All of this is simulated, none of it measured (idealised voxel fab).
The name of this process module is voxel gate over fins.
Xsec cut, 250 nm wide, square cell size 5 nm.
A cross-section is written here as square cells arranged in a grid, and it is given in bands from the top down, each band taking up one or more rows of cells. In this notation a band is specified by the heights of its top and bottom, in that order and in nm, after which its materials appear from left to right, each paired with its width in nm. The word "full width" attached to a single material means that material fills the band from edge to edge; the word "empty" stands for empty space. Height reference: 0 = level under which incoming wafer is all one material. Lowest band: no bottom, runs on downward, e.g. "z 0 and below". Width "30 to 40": first value at the band's top row of cells, second value at its bottom row, equal change from row to row. No cell of the cross-section changed in a step that is given as "remained the same". This entry, "Internal closed voids", enumerates those empty regions of no fewer than 8 cells that possess no open connection to the top. Each region is reported in the form width x height at distance, the distance being taken from the left edge, with all three quantities expressed in nm. Heads up: the bit after the settings on a step's line is the simulator's remark on that step. For masked steps, "overlay nm" on the step line gives how far right of plan the mask actually lay; a minus sign means it lay to the left.

Intended process steps
1 RECEIVE, material Si
2 CONFORMAL_DEP, material SiN, thk nm 10
3 PATTERN, tone cover, mask id FINS, material resist, width nm 15, pitch nm 60, thk nm 20, overlay nm 0
4 DIRECTIONAL_ETCH, etch materials SiN, depth nm 10
5 DIRECTIONAL_ETCH, etch materials Si, depth nm 40
6 STRIP, etch materials resist
7 OXIDIZE, depth nm 5
8 FILL_DEP, material SiO2, thk nm 5
9 CMP, height nm 10
10 MASKED_ETCH, tone open, mask id RAIL, width nm 15, etch materials SiO2, depth nm 45, overlay nm 0
11 CONFORMAL_DEP, material TiN, thk nm 5
12 FILL_DEP, material Ru, thk nm 10
13 CMP, height nm 10
14 SELECTIVE_ETCH, etch materials W Ru TiN, depth nm 25
15 FILL_DEP, material SiO2, thk nm 5
16 CMP, height nm 10
17 SELECTIVE_ETCH, etch materials SiO2, depth nm 20
18 STRIP, etch materials SiN
19 CONFORMAL_DEP, material HfO2, thk nm 5
20 CONFORMAL_DEP, material TiN, thk nm 5
21 CONFORMAL_DEP, material TiAl, thk nm 5
22 CONFORMAL_DEP, material TiN, thk nm 5
23 FILL_DEP, material W, thk nm 10
24 CMP, height nm 25
25 CONFORMAL_DEP, material SiCN, thk nm 10

The first of a set of two wafers, run to plan

Wafer as received: cross-section following step 1
* z 0 and below = Si full width
* Internal closed voids: none

The following cross-section depicts the wafer upon completion of step 2
* z 10 to 0 = SiN full width
* Heights below 0 show no change.

The following cross-section depicts the wafer upon completion of step 3
* z 30 to 10 = empty 25, then resist 15, then empty 45, then resist 15, then empty 45, then resist 15, then empty 45, then resist 15, then empty 30
* Heights below 10 show no change.

The following cross-section depicts the wafer upon completion of step 4
* z 30 to 10 = empty 25, then resist 15, then empty 45, then resist 15, then empty 45, then resist 15, then empty 45, then resist 15, then empty 30
* z 10 to 0 = empty 25, then SiN 15, then empty 45, then SiN 15, then empty 45, then SiN 15, then empty 45, then SiN 15, then empty 30
* Heights below 0 show no change.

The following cross-section depicts the wafer upon completion of step 5
* z 30 to 10 = empty 25, then resist 15, then empty 45, then resist 15, then empty 45, then resist 15, then empty 45, then resist 15, then empty 30
* z 10 to 0 = empty 25, then SiN 15, then empty 45, then SiN 15, then empty 45, then SiN 15, then empty 45, then SiN 15, then empty 30
* z 0 to -40 = empty 25, then Si 15, then empty 45, then Si 15, then empty 45, then Si 15, then empty 45, then Si 15, then empty 30
* Heights below -40 show no change.

The following cross-section depicts the wafer upon completion of step 6
* z 10 to 0 = empty 25, then SiN 15, then empty 45, then SiN 15, then empty 45, then SiN 15, then empty 45, then SiN 15, then empty 30
* Heights below 0 show no change.

The following cross-section depicts the wafer upon completion of step 7
* z 10 to 0 = empty 25, then SiN 15, then empty 45, then SiN 15, then empty 45, then SiN 15, then empty 45, then SiN 15, then empty 30
* z 0 to -40 = empty 25, then SiO2 5, then Si 5, then SiO2 5, then empty 45, then SiO2 5, then Si 5, then SiO2 5, then empty 45, then SiO2 5, then Si 5, then SiO2 5, then empty 45, then SiO2 5, then Si 5, then SiO2 5, then empty 30
* z -40 to -45 = SiO2 30, then Si 5, then SiO2 55, then Si 5, then SiO2 55, then Si 5, then SiO2 55, then Si 5, then SiO2 35
* Heights below -45 show no change.

The following cross-section depicts the wafer upon completion of step 8
* z 15 to 10 = SiO2 full width
* z 10 to 0 = SiO2 25, then SiN 15, then SiO2 45, then SiN 15, then SiO2 45, then SiN 15, then SiO2 45, then SiN 15, then SiO2 30
* z 0 to -45 = SiO2 30, then Si 5, then SiO2 55, then Si 5, then SiO2 55, then Si 5, then SiO2 55, then Si 5, then SiO2 35
* Heights below -45 show no change.

The following cross-section depicts the wafer upon completion of step 9
* z 10 to 0 = SiO2 25, then SiN 15, then SiO2 45, then SiN 15, then SiO2 45, then SiN 15, then SiO2 45, then SiN 15, then SiO2 30
* Heights below 0 show no change.

The following cross-section depicts the wafer upon completion of step 10
* z 10 to 0 = SiO2 25, then SiN 15, then SiO2 15, then empty 15, then SiO2 15, then SiN 15, then SiO2 45, then SiN 15, then SiO2 45, then SiN 15, then SiO2 30
* z 0 to -35 = SiO2 30, then Si 5, then SiO2 20, then empty 15, then SiO2 20, then Si 5, then SiO2 55, then Si 5, then SiO2 55, then Si 5, then SiO2 35
* Heights below -35 show no change.

The following cross-section depicts the wafer upon completion of step 11
* z 15 to 10 = TiN 60, then empty 5, then TiN 185
* z 10 to 0 = SiO2 25, then SiN 15, then SiO2 15, then TiN 5, then empty 5, then TiN 5, then SiO2 15, then SiN 15, then SiO2 45, then SiN 15, then SiO2 45, then SiN 15, then SiO2 30
* z 0 to -30 = SiO2 30, then Si 5, then SiO2 20, then TiN 5, then empty 5, then TiN 5, then SiO2 20, then Si 5, then SiO2 55, then Si 5, then SiO2 55, then Si 5, then SiO2 35
* z -30 to -35 = SiO2 30, then Si 5, then SiO2 20, then TiN 15, then SiO2 20, then Si 5, then SiO2 55, then Si 5, then SiO2 55, then Si 5, then SiO2 35
* Heights below -35 show no change.

The following cross-section depicts the wafer upon completion of step 12
* z 25 to 15 = Ru full width
* z 15 to 10 = TiN 60, then Ru 5, then TiN 185
* z 10 to 0 = SiO2 25, then SiN 15, then SiO2 15, then TiN 5, then Ru 5, then TiN 5, then SiO2 15, then SiN 15, then SiO2 45, then SiN 15, then SiO2 45, then SiN 15, then SiO2 30
* z 0 to -30 = SiO2 30, then Si 5, then SiO2 20, then TiN 5, then Ru 5, then TiN 5, then SiO2 20, then Si 5, then SiO2 55, then Si 5, then SiO2 55, then Si 5, then SiO2 35
* Heights below -30 show no change.

The following cross-section depicts the wafer upon completion of step 13
* z 10 to 0 = SiO2 25, then SiN 15, then SiO2 15, then TiN 5, then Ru 5, then TiN 5, then SiO2 15, then SiN 15, then SiO2 45, then SiN 15, then SiO2 45, then SiN 15, then SiO2 30
* Heights below 0 show no change.

The following cross-section depicts the wafer upon completion of step 14
* z 10 to 0 = SiO2 25, then SiN 15, then SiO2 15, then empty 15, then SiO2 15, then SiN 15, then SiO2 45, then SiN 15, then SiO2 45, then SiN 15, then SiO2 30
* z 0 to -15 = SiO2 30, then Si 5, then SiO2 20, then empty 15, then SiO2 20, then Si 5, then SiO2 55, then Si 5, then SiO2 55, then Si 5, then SiO2 35
* Heights below -15 show no change.

The following cross-section depicts the wafer upon completion of step 15
* z 15 to 10 = SiO2 full width
* z 10 to 0 = SiO2 25, then SiN 15, then SiO2 45, then SiN 15, then SiO2 45, then SiN 15, then SiO2 45, then SiN 15, then SiO2 30
* z 0 to -15 = SiO2 30, then Si 5, then SiO2 55, then Si 5, then SiO2 55, then Si 5, then SiO2 55, then Si 5, then SiO2 35
* Heights below -15 show no change.

The following cross-section depicts the wafer upon completion of step 16
* z 10 to 0 = SiO2 25, then SiN 15, then SiO2 45, then SiN 15, then SiO2 45, then SiN 15, then SiO2 45, then SiN 15, then SiO2 30
* Heights below 0 show no change.

The following cross-section depicts the wafer upon completion of step 17
* z 10 to 0 = empty 25, then SiN 15, then empty 45, then SiN 15, then empty 45, then SiN 15, then empty 45, then SiN 15, then empty 30
* z 0 to -10 = empty 30, then Si 5, then empty 55, then Si 5, then empty 55, then Si 5, then empty 55, then Si 5, then empty 35
* Heights below -10 show no change.

The following cross-section depicts the wafer upon completion of step 18
* z 0 to -10 = empty 30, then Si 5, then empty 55, then Si 5, then empty 55, then Si 5, then empty 55, then Si 5, then empty 35
* Heights below -10 show no change.

The following cross-section depicts the wafer upon completion of step 19
* z 5 to 0 = empty 25, then HfO2 15, then empty 45, then HfO2 15, then empty 45, then HfO2 15, then empty 45, then HfO2 15, then empty 30
* z 0 to -5 = empty 25, then HfO2 5, then Si 5, then HfO2 5, then empty 45, then HfO2 5, then Si 5, then HfO2 5, then empty 45, then HfO2 5, then Si 5, then HfO2 5, then empty 45, then HfO2 5, then Si 5, then HfO2 5, then empty 30
* z -5 to -10 = HfO2 30, then Si 5, then HfO2 55, then Si 5, then HfO2 55, then Si 5, then HfO2 55, then Si 5, then HfO2 35
* Heights below -10 show no change.

The following cross-section depicts the wafer upon completion of step 20
* z 10 to 5 = empty 20, then TiN 25, then empty 35, then TiN 25, then empty 35, then TiN 25, then empty 35, then TiN 25, then empty 25
* z 5 to 0 = empty 20, then TiN 5, then HfO2 15, then TiN 5, then empty 35, then TiN 5, then HfO2 15, then TiN 5, then empty 35, then TiN 5, then HfO2 15, then TiN 5, then empty 35, then TiN 5, then HfO2 15, then TiN 5, then empty 25
* z 0 to -5 = TiN 25, then HfO2 5, then Si 5, then HfO2 5, then TiN 45, then HfO2 5, then Si 5, then HfO2 5, then TiN 45, then HfO2 5, then Si 5, then HfO2 5, then TiN 45, then HfO2 5, then Si 5, then HfO2 5, then TiN 30
* Heights below -5 show no change.

The following cross-section depicts the wafer upon completion of step 21
* z 15 to 10 = empty 15, then TiAl 35, then empty 25, then TiAl 35, then empty 25, then TiAl 35, then empty 25, then TiAl 35, then empty 20
* z 10 to 5 = empty 15, then TiAl 5, then TiN 25, then TiAl 5, then empty 25, then TiAl 5, then TiN 25, then TiAl 5, then empty 25, then TiAl 5, then TiN 25, then TiAl 5, then empty 25, then TiAl 5, then TiN 25, then TiAl 5, then empty 20
* z 5 to 0 = TiAl 20, then TiN 5, then HfO2 15, then TiN 5, then TiAl 35, then TiN 5, then HfO2 15, then TiN 5, then TiAl 35, then TiN 5, then HfO2 15, then TiN 5, then TiAl 35, then TiN 5, then HfO2 15, then TiN 5, then TiAl 25
* Heights below 0 show no change.

The following cross-section depicts the wafer upon completion of step 22
* z 20 to 15 = empty 10, then TiN 45, then empty 15, then TiN 45, then empty 15, then TiN 45, then empty 15, then TiN 45, then empty 15
* z 15 to 10 = empty 10, then TiN 5, then TiAl 35, then TiN 5, then empty 15, then TiN 5, then TiAl 35, then TiN 5, then empty 15, then TiN 5, then TiAl 35, then TiN 5, then empty 15, then TiN 5, then TiAl 35, then TiN 5, then empty 15
* z 10 to 5 = TiN 15, then TiAl 5, then TiN 25, then TiAl 5, then TiN 25, then TiAl 5, then TiN 25, then TiAl 5, then TiN 25, then TiAl 5, then TiN 25, then TiAl 5, then TiN 25, then TiAl 5, then TiN 25, then TiAl 5, then TiN 20
* Heights below 5 show no change.

The following cross-section depicts the wafer upon completion of step 23
* z 30 to 20 = W full width
* z 20 to 15 = W 10, then TiN 45, then W 15, then TiN 45, then W 15, then TiN 45, then W 15, then TiN 45, then W 15
* z 15 to 10 = W 10, then TiN 5, then TiAl 35, then TiN 5, then W 15, then TiN 5, then TiAl 35, then TiN 5, then W 15, then TiN 5, then TiAl 35, then TiN 5, then W 15, then TiN 5, then TiAl 35, then TiN 5, then W 15
* Heights below 10 show no change.

The following cross-section depicts the wafer upon completion of step 24
* z 25 to 20 = W full width
* Heights below 20 show no change.

The following cross-section depicts the wafer upon completion of step 25
* z 35 to 25 = SiCN full width
* Heights below 25 show no change.

The Second Wafer: Common Origin and Plan, One Mistake in Execution, Identical to the First Through Step 18

Cross-section of the second wafer at the time by which step 19 should have been completed according to the plan
* z 5 to 0 = empty 25, then TiN 15, then empty 45, then TiN 15, then empty 45, then TiN 15, then empty 45, then TiN 15, then empty 30
* z 0 to -5 = empty 25, then TiN 5, then Si 5, then TiN 5, then empty 45, then TiN 5, then Si 5, then TiN 5, then empty 45, then TiN 5, then Si 5, then TiN 5, then empty 45, then TiN 5, then Si 5, then TiN 5, then empty 30
* z -5 to -10 = TiN 30, then Si 5, then TiN 55, then Si 5, then TiN 55, then Si 5, then TiN 55, then Si 5, then TiN 35
* Heights below -10 show no change.

Cross-section of the second wafer at the time by which step 20 should have been completed according to the plan
* z 10 to 5 = empty 20, then HfO2 25, then empty 35, then HfO2 25, then empty 35, then HfO2 25, then empty 35, then HfO2 25, then empty 25
* z 5 to 0 = empty 20, then HfO2 5, then TiN 15, then HfO2 5, then empty 35, then HfO2 5, then TiN 15, then HfO2 5, then empty 35, then HfO2 5, then TiN 15, then HfO2 5, then empty 35, then HfO2 5, then TiN 15, then HfO2 5, then empty 25
* z 0 to -5 = HfO2 25, then TiN 5, then Si 5, then TiN 5, then HfO2 45, then TiN 5, then Si 5, then TiN 5, then HfO2 45, then TiN 5, then Si 5, then TiN 5, then HfO2 45, then TiN 5, then Si 5, then TiN 5, then HfO2 30
* Heights below -5 show no change.

Cross-section of the second wafer at the time by which step 21 should have been completed according to the plan
* z 15 to 10 = empty 15, then TiAl 35, then empty 25, then TiAl 35, then empty 25, then TiAl 35, then empty 25, then TiAl 35, then empty 20
* z 10 to 5 = empty 15, then TiAl 5, then HfO2 25, then TiAl 5, then empty 25, then TiAl 5, then HfO2 25, then TiAl 5, then empty 25, then TiAl 5, then HfO2 25, then TiAl 5, then empty 25, then TiAl 5, then HfO2 25, then TiAl 5, then empty 20
* z 5 to 0 = TiAl 20, then HfO2 5, then TiN 15, then HfO2 5, then TiAl 35, then HfO2 5, then TiN 15, then HfO2 5, then TiAl 35, then HfO2 5, then TiN 15, then HfO2 5, then TiAl 35, then HfO2 5, then TiN 15, then HfO2 5, then TiAl 25
* Heights below 0 show no change.

Cross-section of the second wafer at the time by which step 22 should have been completed according to the plan
* z 20 to 15 = empty 10, then TiN 45, then empty 15, then TiN 45, then empty 15, then TiN 45, then empty 15, then TiN 45, then empty 15
* z 15 to 10 = empty 10, then TiN 5, then TiAl 35, then TiN 5, then empty 15, then TiN 5, then TiAl 35, then TiN 5, then empty 15, then TiN 5, then TiAl 35, then TiN 5, then empty 15, then TiN 5, then TiAl 35, then TiN 5, then empty 15
* z 10 to 5 = TiN 15, then TiAl 5, then HfO2 25, then TiAl 5, then TiN 25, then TiAl 5, then HfO2 25, then TiAl 5, then TiN 25, then TiAl 5, then HfO2 25, then TiAl 5, then TiN 25, then TiAl 5, then HfO2 25, then TiAl 5, then TiN 20
* Heights below 5 show no change.

Cross-section of the second wafer at the time by which step 23 should have been completed according to the plan
* z 30 to 20 = W full width
* z 20 to 15 = W 10, then TiN 45, then W 15, then TiN 45, then W 15, then TiN 45, then W 15, then TiN 45, then W 15
* z 15 to 10 = W 10, then TiN 5, then TiAl 35, then TiN 5, then W 15, then TiN 5, then TiAl 35, then TiN 5, then W 15, then TiN 5, then TiAl 35, then TiN 5, then W 15, then TiN 5, then TiAl 35, then TiN 5, then W 15
* Heights below 10 show no change.

Cross-section of the second wafer at the time by which step 24 should have been completed according to the plan
* z 25 to 20 = W full width
* Heights below 20 show no change.

Cross-section of the second wafer at the time by which step 25 should have been completed according to the plan
* z 35 to 25 = SiCN full width
* Heights below 25 show no change.
Run error: the intended sequence of steps 19 and 20 was reversed during processing, with each occupying the position of the other
Both wafers, final: cells per material equal; arrangement not.
